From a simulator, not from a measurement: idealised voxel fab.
The process module presented herein is designated voxel self aligned contacts.
Each square cell in cross-section cut measures 5 nm, and the section as a whole is 180 nm wide.
Just so we're on the same page, the cross-sections are grids of square cells, and they're listed out in bands top to bottom, each band one or more rows deep.
Heights first: top, then bottom, in nm. Then materials, left to right, each with a width in nm. "throughout" on a single material: fills the band edge to edge. "empty": empty space.
We count height from 0. Below that, the starting wafer is all one material. The lowest band never ends at the bottom but goes on down; see "0 down" for how that is written.
Note: "30 to 40" means the width goes from the first number (top row of the band) to the second number (bottom row) in equal steps per row of cells.
"nothing different" for a step: no cell of the cross-section changed in that step.
You'll see "Sealed void listing" listing empty spaces that have no way open to the top, as long as they're 8 cells or more; the notation is width x height at distance, where the distance is from the left edge, and all of it is in nm.
If you see something after the settings on a step's line, that's the simulator's own remark about that step.
Steps that use a mask can have "overlay nm" on their line. It says how far the mask sat to the right of where it was meant to be. Negative means to the left.

[The following list gives the planned process steps]
1,op RECEIVE | material Si
2,op OXIDIZE | depth nm 5
3,op DIRECTIONAL_DEP | material polySi | thk nm 20
4,op DIRECTIONAL_DEP | material SiN | thk nm 15
5,op DIRECTIONAL_DEP | material aC | thk nm 10
6,op PATTERN | tone cover | mask id GATE | material resist | width nm 25 | pitch nm 50 | thk nm 25 | overlay nm 0
7,op DIRECTIONAL_ETCH | etch materials aC | depth nm 10
8,op STRIP | etch materials resist
9,op DIRECTIONAL_ETCH | etch materials SiN | depth nm 15
10,op DIRECTIONAL_ETCH | etch materials polySi | depth nm 20
11,op STRIP | etch materials aC
12,op CONFORMAL_DEP | material SiN | thk nm 5
13,op DIRECTIONAL_ETCH | etch materials SiN | depth nm 5
14,op FILL_DEP | material SiO2 | thk nm 10
15,op CMP | height nm 40
16,op PATTERN | tone open | mask id CONTACT | material resist | width nm 35 | thk nm 15 | overlay nm 0
17,op DIRECTIONAL_ETCH | etch materials SiO2 | depth nm 45
18,op STRIP | etch materials resist
19,op CONFORMAL_DEP | material TiN | thk nm 5
20,op FILL_DEP | material Ru | thk nm 10
21,op CMP | height nm 40
22,op CONFORMAL_DEP | material SiN | thk nm 5

[First of two wafers - as planned]

[So this is the incoming wafer in cross-section - it's already been through step 1]
	0 down = Si throughout
	Sealed void listing: none

[After step 2, in cross-section]
	0 to -5 = SiO2 throughout
	Nothing below the height -5 has changed.

[After step 3, in cross-section]
	20 to 0 = polySi throughout
	Nothing below the height 0 has changed.

[After step 4, in cross-section]
	35 to 20 = SiN throughout
	Nothing below the height 20 has changed.

[After step 5, in cross-section]
	45 to 35 = aC throughout
	Nothing below the height 35 has changed.

[After step 6, in cross-section]
	70 to 45 = empty=50 | resist=25 | empty=25 | resist=25 | empty=55
	Nothing below the height 45 has changed.

[After step 7, in cross-section]
	60 to 45 = empty=50 | resist=25 | empty=25 | resist=25 | empty=55
	45 to 35 = empty=50 | aC=25 | empty=25 | aC=25 | empty=55
	Nothing below the height 35 has changed.

[After step 8, in cross-section]
	45 to 35 = empty=50 | aC=25 | empty=25 | aC=25 | empty=55
	Nothing below the height 35 has changed.

[After step 9, in cross-section]
	45 to 35 = empty=50 | aC=25 | empty=25 | aC=25 | empty=55
	35 to 20 = empty=50 | SiN=25 | empty=25 | SiN=25 | empty=55
	Nothing below the height 20 has changed.

[After step 10, in cross-section]
	45 to 35 = empty=50 | aC=25 | empty=25 | aC=25 | empty=55
	35 to 20 = empty=50 | SiN=25 | empty=25 | SiN=25 | empty=55
	20 to 0 = empty=50 | polySi=25 | empty=25 | polySi=25 | empty=55
	Nothing below the height 0 has changed.

[After step 11, in cross-section]
	35 to 20 = empty=50 | SiN=25 | empty=25 | SiN=25 | empty=55
	Nothing below the height 20 has changed.

[After step 12, in cross-section]
	40 to 20 = empty=45 | SiN=35 | empty=15 | SiN=35 | empty=50
	20 to 5 = empty=45 | SiN=5 | polySi=25 | SiN=5 | empty=15 | SiN=5 | polySi=25 | SiN=5 | empty=50
	5 to 0 = SiN=50 | polySi=25 | SiN=25 | polySi=25 | SiN=55
	Nothing below the height 0 has changed.

[After step 13, in cross-section]
	35 to 20 = empty=45 | SiN=35 | empty=15 | SiN=35 | empty=50
	20 to 0 = empty=45 | SiN=5 | polySi=25 | SiN=5 | empty=15 | SiN=5 | polySi=25 | SiN=5 | empty=50
	Nothing below the height 0 has changed.

[After step 14, in cross-section]
	45 to 35 = SiO2 throughout
	35 to 20 = SiO2=45 | SiN=35 | SiO2=15 | SiN=35 | SiO2=50
	20 to 0 = SiO2=45 | SiN=5 | polySi=25 | SiN=5 | SiO2=15 | SiN=5 | polySi=25 | SiN=5 | SiO2=50
	Nothing below the height 0 has changed.

[After step 15, in cross-section]
	40 to 35 = SiO2 throughout
	Nothing below the height 35 has changed.

[After step 16, in cross-section]
	55 to 40 = resist=70 | empty=35 | resist=75
	Nothing below the height 40 has changed.

[After step 17, in cross-section]
	55 to 40 = resist=70 | empty=35 | resist=75
	40 to 35 = SiO2=70 | empty=35 | SiO2=75
	35 to 20 = SiO2=45 | SiN=35 | empty=15 | SiN=35 | SiO2=50
	20 to 0 = SiO2=45 | SiN=5 | polySi=25 | SiN=5 | empty=15 | SiN=5 | polySi=25 | SiN=5 | SiO2=50
	0 to -5 = SiO2=80 | empty=15 | SiO2=85
	Nothing below the height -5 has changed.

[After step 18, in cross-section]
	40 to 35 = SiO2=70 | empty=35 | SiO2=75
	Nothing below the height 35 has changed.

[After step 19, in cross-section]
	45 to 40 = TiN=75 | empty=25 | TiN=80
	40 to 35 = SiO2=70 | TiN=15 | empty=5 | TiN=15 | SiO2=75
	35 to 20 = SiO2=45 | SiN=35 | TiN=5 | empty=5 | TiN=5 | SiN=35 | SiO2=50
	20 to 0 = SiO2=45 | SiN=5 | polySi=25 | SiN=5 | TiN=5 | empty=5 | TiN=5 | SiN=5 | polySi=25 | SiN=5 | SiO2=50
	0 to -5 = SiO2=80 | TiN=15 | SiO2=85
	Nothing below the height -5 has changed.

[After step 20, in cross-section]
	55 to 45 = Ru throughout
	45 to 40 = TiN=75 | Ru=25 | TiN=80
	40 to 35 = SiO2=70 | TiN=15 | Ru=5 | TiN=15 | SiO2=75
	35 to 20 = SiO2=45 | SiN=35 | TiN=5 | Ru=5 | TiN=5 | SiN=35 | SiO2=50
	20 to 0 = SiO2=45 | SiN=5 | polySi=25 | SiN=5 | TiN=5 | Ru=5 | TiN=5 | SiN=5 | polySi=25 | SiN=5 | SiO2=50
	Nothing below the height 0 has changed.

[After step 21, in cross-section]
	40 to 35 = SiO2=70 | TiN=15 | Ru=5 | TiN=15 | SiO2=75
	Nothing below the height 35 has changed.

[After step 22, in cross-section]
	45 to 40 = SiN throughout
	Nothing below the height 40 has changed.

[The second wafer was prepared from the same starting point and under the same plan as the first; its processing contained one mistake, and it remains indistinguishable from the first wafer up to and including step 5]

[Second wafer, cut view, end of step 6 per plan]
	70 to 45 = empty=55 | resist=15 | empty=35 | resist=15 | empty=60
	Nothing below the height 45 has changed.

[Second wafer, cut view, end of step 7 per plan]
	60 to 45 = empty=55 | resist=15 | empty=35 | resist=15 | empty=60
	45 to 35 = empty=55 | aC=15 | empty=35 | aC=15 | empty=60
	Nothing below the height 35 has changed.

[Second wafer, cut view, end of step 8 per plan]
	45 to 35 = empty=55 | aC=15 | empty=35 | aC=15 | empty=60
	Nothing below the height 35 has changed.

[Second wafer, cut view, end of step 9 per plan]
	45 to 35 = empty=55 | aC=15 | empty=35 | aC=15 | empty=60
	35 to 20 = empty=55 | SiN=15 | empty=35 | SiN=15 | empty=60
	Nothing below the height 20 has changed.

[Second wafer, cut view, end of step 10 per plan]
	45 to 35 = empty=55 | aC=15 | empty=35 | aC=15 | empty=60
	35 to 20 = empty=55 | SiN=15 | empty=35 | SiN=15 | empty=60
	20 to 0 = empty=55 | polySi=15 | empty=35 | polySi=15 | empty=60
	Nothing below the height 0 has changed.

[Second wafer, cut view, end of step 11 per plan]
	35 to 20 = empty=55 | SiN=15 | empty=35 | SiN=15 | empty=60
	Nothing below the height 20 has changed.

[Second wafer, cut view, end of step 12 per plan]
	40 to 20 = empty=50 | SiN=25 | empty=25 | SiN=25 | empty=55
	20 to 5 = empty=50 | SiN=5 | polySi=15 | SiN=5 | empty=25 | SiN=5 | polySi=15 | SiN=5 | empty=55
	5 to 0 = SiN=55 | polySi=15 | SiN=35 | polySi=15 | SiN=60
	Nothing below the height 0 has changed.

[Second wafer, cut view, end of step 13 per plan]
	35 to 20 = empty=50 | SiN=25 | empty=25 | SiN=25 | empty=55
	20 to 0 = empty=50 | SiN=5 | polySi=15 | SiN=5 | empty=25 | SiN=5 | polySi=15 | SiN=5 | empty=55
	Nothing below the height 0 has changed.

[Second wafer, cut view, end of step 14 per plan]
	45 to 35 = SiO2 throughout
	35 to 20 = SiO2=50 | SiN=25 | SiO2=25 | SiN=25 | SiO2=55
	20 to 0 = SiO2=50 | SiN=5 | polySi=15 | SiN=5 | SiO2=25 | SiN=5 | polySi=15 | SiN=5 | SiO2=55
	Nothing below the height 0 has changed.

[Second wafer, cut view, end of step 15 per plan]
	40 to 35 = SiO2 throughout
	Nothing below the height 35 has changed.

[Second wafer, cut view, end of step 16 per plan]
	55 to 40 = resist=70 | empty=35 | resist=75
	Nothing below the height 40 has changed.

[Second wafer, cut view, end of step 17 per plan]
	55 to 40 = resist=70 | empty=35 | resist=75
	40 to 35 = SiO2=70 | empty=35 | SiO2=75
	35 to 20 = SiO2=50 | SiN=25 | empty=25 | SiN=25 | SiO2=55
	20 to 0 = SiO2=50 | SiN=5 | polySi=15 | SiN=5 | empty=25 | SiN=5 | polySi=15 | SiN=5 | SiO2=55
	0 to -5 = SiO2=75 | empty=25 | SiO2=80
	Nothing below the height -5 has changed.

[Second wafer, cut view, end of step 18 per plan]
	40 to 35 = SiO2=70 | empty=35 | SiO2=75
	Nothing below the height 35 has changed.

[Second wafer, cut view, end of step 19 per plan]
	45 to 40 = TiN=75 | empty=25 | TiN=80
	40 to 35 = SiO2=70 | TiN=10 | empty=15 | TiN=10 | SiO2=75
	35 to 20 = SiO2=50 | SiN=25 | TiN=5 | empty=15 | TiN=5 | SiN=25 | SiO2=55
	20 to 0 = SiO2=50 | SiN=5 | polySi=15 | SiN=5 | TiN=5 | empty=15 | TiN=5 | SiN=5 | polySi=15 | SiN=5 | SiO2=55
	0 to -5 = SiO2=75 | TiN=25 | SiO2=80
	Nothing below the height -5 has changed.

[Second wafer, cut view, end of step 20 per plan]
	55 to 45 = Ru throughout
	45 to 40 = TiN=75 | Ru=25 | TiN=80
	40 to 35 = SiO2=70 | TiN=10 | Ru=15 | TiN=10 | SiO2=75
	35 to 20 = SiO2=50 | SiN=25 | TiN=5 | Ru=15 | TiN=5 | SiN=25 | SiO2=55
	20 to 0 = SiO2=50 | SiN=5 | polySi=15 | SiN=5 | TiN=5 | Ru=15 | TiN=5 | SiN=5 | polySi=15 | SiN=5 | SiO2=55
	Nothing below the height 0 has changed.

[Second wafer, cut view, end of step 21 per plan]
	40 to 35 = SiO2=70 | TiN=10 | Ru=15 | TiN=10 | SiO2=75
	Nothing below the height 35 has changed.

[Second wafer, cut view, end of step 22 per plan]
	45 to 40 = SiN throughout
	Nothing below the height 40 has changed.
What went wrong in running the wafer? it should be noted that step 6 was executed with settings other than those planned, the operation and settings actually applied being op PATTERN | tone cover | mask id GATE | material resist | width nm 15 | pitch nm 50 | thk nm 25 | overlay nm 0
Bottom line after processing is that, in cells, the second wafer is up or down on some materials versus the first: Ru +16, SiN -12, SiO2 +12, polySi -16
